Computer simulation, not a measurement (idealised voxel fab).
voxel ribs on slabs: a process module
Xsec cut, 150 nm wide, square cell size 5 nm.
Each cross-section below is a grid of square cells, stated as bands in top-down order, with one or more rows of cells making up each band. First you get the band's top height and its bottom height, in nm, and then the materials it's made of, left to right, with each width in nm. If you see a single material with "all across", that one covers the band edge to edge. "empty" is empty space. Height is counted from the level 0, under which the received wafer is composed throughout of one material. The lowest of the bands is not closed at the bottom but continues downward, in the notation "0 and below". A width such as "30 to 40" changes by the same amount from each row of cells to the next, from the band's top row to its bottom row. What does "remained the same" mean for a step? It means no cell of the cross-section changed in that step. The entry titled "Closed void catalog" provides the empty spaces that have no open way to the top, restricted to those of 8 cells or more. Each is presented as width x height at distance, the distance being measured from the left edge, with all three in nm. Note: text after step settings on the step line = simulator remark on that step. For masked steps, "overlay nm" on the step line gives how far right of plan the mask actually lay; a minus sign means it lay to the left.

# Planned step list for the process
1 RECEIVE, material Si
2 DIRECTIONAL_DEP, material SiO2, thk nm 25
3 DIRECTIONAL_DEP, material polySi, thk nm 15
4 DIRECTIONAL_DEP, material aC, thk nm 10
5 PATTERN, tone cover, mask id RIB, material resist, width nm 15, thk nm 25, overlay nm 0
6 DIRECTIONAL_ETCH, etch materials aC, depth nm 10
7 STRIP, etch materials resist
8 DIRECTIONAL_ETCH, etch materials polySi, depth nm 10
9 STRIP, etch materials aC
10 DIRECTIONAL_DEP, material aC, thk nm 15
11 PATTERN, tone cover, mask id SLAB, material resist, width nm 55, thk nm 35, overlay nm 0
12 DIRECTIONAL_ETCH, etch materials aC, depth nm 15
13 STRIP, etch materials resist
14 DIRECTIONAL_ETCH, etch materials polySi, depth nm 5
15 STRIP, etch materials aC
16 FILL_DEP, material SiO2, thk nm 15
17 CMP, height nm 50
18 DIRECTIONAL_DEP, material TiN, thk nm 10
19 DIRECTIONAL_DEP, material aC, thk nm 15
20 PATTERN, tone cover, mask id HEATER, material resist, width nm 25, thk nm 35, overlay nm 0
21 DIRECTIONAL_ETCH, etch materials aC, depth nm 15
22 STRIP, etch materials resist
23 DIRECTIONAL_ETCH, etch materials TiN, depth nm 10
24 STRIP, etch materials aC
25 CONFORMAL_DEP, material SiN, thk nm 5

# Concerning the first of two wafers, which was run in accordance with the plan

# Cross-section, incoming material, after step 1
* 0 and below | Si all across
* Closed void catalog: none

# After step 2, in cross-section
* 25 down to 0 | SiO2 all across
* Under 0: no change, same as before.

# After step 3, in cross-section
* 40 down to 25 | polySi all across
* Under 25: no change, same as before.

# After step 4, in cross-section
* 50 down to 40 | aC all across
* Under 40: no change, same as before.

# After step 5, in cross-section
* 75 down to 50 | 65 nm empty / 15 nm resist / 70 nm empty
* Under 50: no change, same as before.

# After step 6, in cross-section
* 65 down to 50 | 65 nm empty / 15 nm resist / 70 nm empty
* 50 down to 40 | 65 nm empty / 15 nm aC / 70 nm empty
* Under 40: no change, same as before.

# After step 7, in cross-section
* 50 down to 40 | 65 nm empty / 15 nm aC / 70 nm empty
* Under 40: no change, same as before.

# After step 8, in cross-section
* 50 down to 40 | 65 nm empty / 15 nm aC / 70 nm empty
* 40 down to 30 | 65 nm empty / 15 nm polySi / 70 nm empty
* Under 30: no change, same as before.

# After step 9, in cross-section
* 40 down to 30 | 65 nm empty / 15 nm polySi / 70 nm empty
* Under 30: no change, same as before.

# After step 10, in cross-section
* 55 down to 45 | 65 nm empty / 15 nm aC / 70 nm empty
* 45 down to 40 | aC all across
* 40 down to 30 | 65 nm aC / 15 nm polySi / 70 nm aC
* Under 30: no change, same as before.

# After step 11, in cross-section
* 90 down to 55 | 45 nm empty / 55 nm resist / 50 nm empty
* 55 down to 45 | 45 nm empty / 20 nm resist / 15 nm aC / 20 nm resist / 50 nm empty
* Under 45: no change, same as before.

# After step 12, in cross-section
* 75 down to 55 | 45 nm empty / 55 nm resist / 50 nm empty
* 55 down to 45 | 45 nm empty / 20 nm resist / 15 nm aC / 20 nm resist / 50 nm empty
* 45 down to 40 | 45 nm empty / 55 nm aC / 50 nm empty
* 40 down to 30 | 45 nm empty / 20 nm aC / 15 nm polySi / 20 nm aC / 50 nm empty
* Under 30: no change, same as before.

# After step 13, in cross-section
* 55 down to 45 | 65 nm empty / 15 nm aC / 70 nm empty
* Under 45: no change, same as before.

# After step 14, in cross-section
* 55 down to 45 | 65 nm empty / 15 nm aC / 70 nm empty
* 45 down to 40 | 45 nm empty / 55 nm aC / 50 nm empty
* 40 down to 30 | 45 nm empty / 20 nm aC / 15 nm polySi / 20 nm aC / 50 nm empty
* 30 down to 25 | 45 nm empty / 55 nm polySi / 50 nm empty
* Under 25: no change, same as before.

# After step 15, in cross-section
* 40 down to 30 | 65 nm empty / 15 nm polySi / 70 nm empty
* Under 30: no change, same as before.

# After step 16, in cross-section
* 55 down to 40 | SiO2 all across
* 40 down to 30 | 65 nm SiO2 / 15 nm polySi / 70 nm SiO2
* 30 down to 25 | 45 nm SiO2 / 55 nm polySi / 50 nm SiO2
* Under 25: no change, same as before.

# After step 17, in cross-section
* 50 down to 40 | SiO2 all across
* Under 40: no change, same as before.

# After step 18, in cross-section
* 60 down to 50 | TiN all across
* Under 50: no change, same as before.

# After step 19, in cross-section
* 75 down to 60 | aC all across
* Under 60: no change, same as before.

# After step 20, in cross-section
* 110 down to 75 | 60 nm empty / 25 nm resist / 65 nm empty
* Under 75: no change, same as before.

# After step 21, in cross-section
* 95 down to 75 | 60 nm empty / 25 nm resist / 65 nm empty
* 75 down to 60 | 60 nm empty / 25 nm aC / 65 nm empty
* Under 60: no change, same as before.

# After step 22, in cross-section
* 75 down to 60 | 60 nm empty / 25 nm aC / 65 nm empty
* Under 60: no change, same as before.

# After step 23, in cross-section
* 75 down to 60 | 60 nm empty / 25 nm aC / 65 nm empty
* 60 down to 50 | 60 nm empty / 25 nm TiN / 65 nm empty
* Under 50: no change, same as before.

# After step 24, in cross-section
* 60 down to 50 | 60 nm empty / 25 nm TiN / 65 nm empty
* Under 50: no change, same as before.

# After step 25, in cross-section
* 65 down to 60 | 55 nm empty / 35 nm SiN / 60 nm empty
* 60 down to 55 | 55 nm empty / 5 nm SiN / 25 nm TiN / 5 nm SiN / 60 nm empty
* 55 down to 50 | 60 nm SiN / 25 nm TiN / 65 nm SiN
* Under 50: no change, same as before.

# Wafer two: like wafer one in start and plan, but with one mistake in execution; identical up to and including step 1

# Here is the second wafer in cross-section at the point where step 2 of the plan should have been done
* 15 down to 0 | polySi all across
* Under 0: no change, same as before.

# Here is the second wafer in cross-section at the point where step 3 of the plan should have been done
* 40 down to 15 | SiO2 all across
* Under 15: no change, same as before.

# Here is the second wafer in cross-section at the point where step 4 of the plan should have been done
* 50 down to 40 | aC all across
* Under 40: no change, same as before.

# Here is the second wafer in cross-section at the point where step 5 of the plan should have been done
* 75 down to 50 | 65 nm empty / 15 nm resist / 70 nm empty
* Under 50: no change, same as before.

# Here is the second wafer in cross-section at the point where step 6 of the plan should have been done
* 65 down to 50 | 65 nm empty / 15 nm resist / 70 nm empty
* 50 down to 40 | 65 nm empty / 15 nm aC / 70 nm empty
* Under 40: no change, same as before.

# Here is the second wafer in cross-section at the point where step 7 of the plan should have been done
* 50 down to 40 | 65 nm empty / 15 nm aC / 70 nm empty
* Under 40: no change, same as before.

Here is the second wafer in cross-section at the point where step 8 of the plan should have been done: remained the same

# Here is the second wafer in cross-section at the point where step 9 of the plan should have been done
* 40 down to 15 | SiO2 all across
* Under 15: no change, same as before.

# Here is the second wafer in cross-section at the point where step 10 of the plan should have been done
* 55 down to 40 | aC all across
* Under 40: no change, same as before.

# Here is the second wafer in cross-section at the point where step 11 of the plan should have been done
* 90 down to 55 | 45 nm empty / 55 nm resist / 50 nm empty
* Under 55: no change, same as before.

# Here is the second wafer in cross-section at the point where step 12 of the plan should have been done
* 75 down to 55 | 45 nm empty / 55 nm resist / 50 nm empty
* 55 down to 40 | 45 nm empty / 55 nm aC / 50 nm empty
* Under 40: no change, same as before.

# Here is the second wafer in cross-section at the point where step 13 of the plan should have been done
* 55 down to 40 | 45 nm empty / 55 nm aC / 50 nm empty
* Under 40: no change, same as before.

Here is the second wafer in cross-section at the point where step 14 of the plan should have been done: remained the same

# Here is the second wafer in cross-section at the point where step 15 of the plan should have been done
* 40 down to 15 | SiO2 all across
* Under 15: no change, same as before.

# Here is the second wafer in cross-section at the point where step 16 of the plan should have been done
* 55 down to 15 | SiO2 all across
* Under 15: no change, same as before.

# Here is the second wafer in cross-section at the point where step 17 of the plan should have been done
* 50 down to 15 | SiO2 all across
* Under 15: no change, same as before.

# Here is the second wafer in cross-section at the point where step 18 of the plan should have been done
* 60 down to 50 | TiN all across
* Under 50: no change, same as before.

# Here is the second wafer in cross-section at the point where step 19 of the plan should have been done
* 75 down to 60 | aC all across
* Under 60: no change, same as before.

# Here is the second wafer in cross-section at the point where step 20 of the plan should have been done
* 110 down to 75 | 60 nm empty / 25 nm resist / 65 nm empty
* Under 75: no change, same as before.

# Here is the second wafer in cross-section at the point where step 21 of the plan should have been done
* 95 down to 75 | 60 nm empty / 25 nm resist / 65 nm empty
* 75 down to 60 | 60 nm empty / 25 nm aC / 65 nm empty
* Under 60: no change, same as before.

# Here is the second wafer in cross-section at the point where step 22 of the plan should have been done
* 75 down to 60 | 60 nm empty / 25 nm aC / 65 nm empty
* Under 60: no change, same as before.

# Here is the second wafer in cross-section at the point where step 23 of the plan should have been done
* 75 down to 60 | 60 nm empty / 25 nm aC / 65 nm empty
* 60 down to 50 | 60 nm empty / 25 nm TiN / 65 nm empty
* Under 50: no change, same as before.

# Here is the second wafer in cross-section at the point where step 24 of the plan should have been done
* 60 down to 50 | 60 nm empty / 25 nm TiN / 65 nm empty
* Under 50: no change, same as before.

# Here is the second wafer in cross-section at the point where step 25 of the plan should have been done
* 65 down to 60 | 55 nm empty / 35 nm SiN / 60 nm empty
* 60 down to 55 | 55 nm empty / 5 nm SiN / 25 nm TiN / 5 nm SiN / 60 nm empty
* 55 down to 50 | 60 nm SiN / 25 nm TiN / 65 nm SiN
* Under 50: no change, same as before.
Diagnosis: steps 2 and 3 got flipped, so each one ran where the other should have
Final difference in cells, second wafer against first, listed per material as more or fewer: -73 SiO2, +73 polySi
